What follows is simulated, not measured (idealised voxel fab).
Process module under the name voxel double patterning
It is cross-section cut that appears here, measuring 240 nm in width, its square cells being 5 nm in size.
A cross-section in this document is a grid of square cells, and it is written down as bands, the top band listed before the ones below it; a band is made up of one or more rows of cells.
Basically the band line says how high the top is and how high the bottom is, in nm, and then what's in it from left to right, every material with its width in nm. Empty space shows up as "air", and if a single material carries "throughout" it runs the full band edge to edge.
The reference from which all heights are counted is 0, the level beneath which the as-received wafer is entirely one material; the lowest band, having no lower bound, proceeds downward and is written after the example "from 0 down".
A width such as "30 to 40" changes by the same amount from each row of cells to the next, from the band's top row to its bottom row.
You'll sometimes find "nothing different" written for a step, and that's the way of saying that nowhere in the cross-section did a cell change during that step.
"Completely sealed voids" enumerates empty spaces isolated from the top, with no open way to it, that contain at least 8 cells, giving each as width x height at distance from the left edge, all three in nm.
On each step's line, the part that comes after the settings is the simulator's own comment on the step.
Steps that use a mask can have "overlay nm" on their line. It says how far the mask sat to the right of where it was meant to be. Negative means to the left.

**This section lists the process steps that were planned**
1) RECEIVE,material Si
2) CONFORMAL_DEP,material SiO2,thk nm 10
3) DIRECTIONAL_DEP,material W,thk nm 15
4) DIRECTIONAL_DEP,material SiCN,thk nm 5
5) PATTERN,tone open,mask id FIRST,material resist,width nm 15,pitch nm 50,thk nm 15,overlay nm 0
6) DIRECTIONAL_ETCH,etch materials SiCN,depth nm 5
7) STRIP,etch materials resist
8) MASKED_ETCH,tone open,mask id SECOND,width nm 15,pitch nm 50,etch materials SiCN,depth nm 5,overlay nm 0
9) DIRECTIONAL_ETCH,etch materials W,depth nm 15
10) STRIP,etch materials SiCN

**First out of two wafers; run went to plan**

**Cross-section of the wafer as it came to us, i.e., already through step 1**
> from 0 down = Si throughout
> Completely sealed voids: none

**Cross-section through the wafer, step 2 finished**
> from 10 to 0 = SiO2 throughout
> Below 0, no change.

**Cross-section through the wafer, step 3 finished**
> from 25 to 10 = W throughout
> Below 10, no change.

**Cross-section through the wafer, step 4 finished**
> from 30 to 25 = SiCN throughout
> Below 25, no change.

**Cross-section through the wafer, step 5 finished**
> from 45 to 30 = resist: 60, then air: 15, then resist: 35, then air: 15, then resist: 35, then air: 15, then resist: 65
> Below 30, no change.

**Cross-section through the wafer, step 6 finished**
> from 45 to 30 = resist: 60, then air: 15, then resist: 35, then air: 15, then resist: 35, then air: 15, then resist: 65
> from 30 to 25 = SiCN: 60, then air: 15, then SiCN: 35, then air: 15, then SiCN: 35, then air: 15, then SiCN: 65
> Below 25, no change.

**Cross-section through the wafer, step 7 finished**
> from 30 to 25 = SiCN: 60, then air: 15, then SiCN: 35, then air: 15, then SiCN: 35, then air: 15, then SiCN: 65
> Below 25, no change.

**Cross-section through the wafer, step 8 finished**
> from 30 to 25 = SiCN: 60, then air: 15, then SiCN: 10, then air: 15, then SiCN: 10, then air: 15, then SiCN: 10, then air: 15, then SiCN: 10, then air: 15, then SiCN: 65
> Below 25, no change.

**Cross-section through the wafer, step 9 finished**
> from 30 to 25 = SiCN: 60, then air: 15, then SiCN: 10, then air: 15, then SiCN: 10, then air: 15, then SiCN: 10, then air: 15, then SiCN: 10, then air: 15, then SiCN: 65
> from 25 to 10 = W: 60, then air: 15, then W: 10, then air: 15, then W: 10, then air: 15, then W: 10, then air: 15, then W: 10, then air: 15, then W: 65
> Below 10, no change.

**Cross-section through the wafer, step 10 finished**
> from 25 to 10 = W: 60, then air: 15, then W: 10, then air: 15, then W: 10, then air: 15, then W: 10, then air: 15, then W: 10, then air: 15, then W: 65
> Below 10, no change.

**The remaining wafer, second of the two, started like the first and was run to the same plan, except that one mistake was made along the way; the two coincide through step 4, inclusive**

**Cross-sectional representation of the second wafer at the time designated in the plan for the completion of step 5**
> from 45 to 30 = resist: 60, then air: 20, then resist: 30, then air: 20, then resist: 30, then air: 20, then resist: 60
> Below 30, no change.

**Cross-sectional representation of the second wafer at the time designated in the plan for the completion of step 6**
> from 45 to 30 = resist: 60, then air: 20, then resist: 30, then air: 20, then resist: 30, then air: 20, then resist: 60
> from 30 to 25 = SiCN: 60, then air: 20, then SiCN: 30, then air: 20, then SiCN: 30, then air: 20, then SiCN: 60
> Below 25, no change.

**Cross-sectional representation of the second wafer at the time designated in the plan for the completion of step 7**
> from 30 to 25 = SiCN: 60, then air: 20, then SiCN: 30, then air: 20, then SiCN: 30, then air: 20, then SiCN: 60
> Below 25, no change.

**Cross-sectional representation of the second wafer at the time designated in the plan for the completion of step 8**
> from 30 to 25 = SiCN: 60, then air: 20, then SiCN: 5, then air: 15, then SiCN: 10, then air: 20, then SiCN: 5, then air: 15, then SiCN: 10, then air: 20, then SiCN: 60
> Below 25, no change.

**Cross-sectional representation of the second wafer at the time designated in the plan for the completion of step 9**
> from 30 to 25 = SiCN: 60, then air: 20, then SiCN: 5, then air: 15, then SiCN: 10, then air: 20, then SiCN: 5, then air: 15, then SiCN: 10, then air: 20, then SiCN: 60
> from 25 to 10 = W: 60, then air: 20, then W: 5, then air: 15, then W: 10, then air: 20, then W: 5, then air: 15, then W: 10, then air: 20, then W: 60
> Below 10, no change.

**Cross-sectional representation of the second wafer at the time designated in the plan for the completion of step 10**
> from 25 to 10 = W: 60, then air: 20, then W: 5, then air: 15, then W: 10, then air: 20, then W: 5, then air: 15, then W: 10, then air: 20, then W: 60
> Below 10, no change.
The plan and the run diverged here: the process deviated at step 5: the operation and settings actually run there were PATTERN,tone open,mask id FIRST,material resist,width nm 20,pitch nm 50,thk nm 15,overlay nm 0
Final tally in cells, some materials are higher or lower on the second wafer than on the first: W: 9 fewer
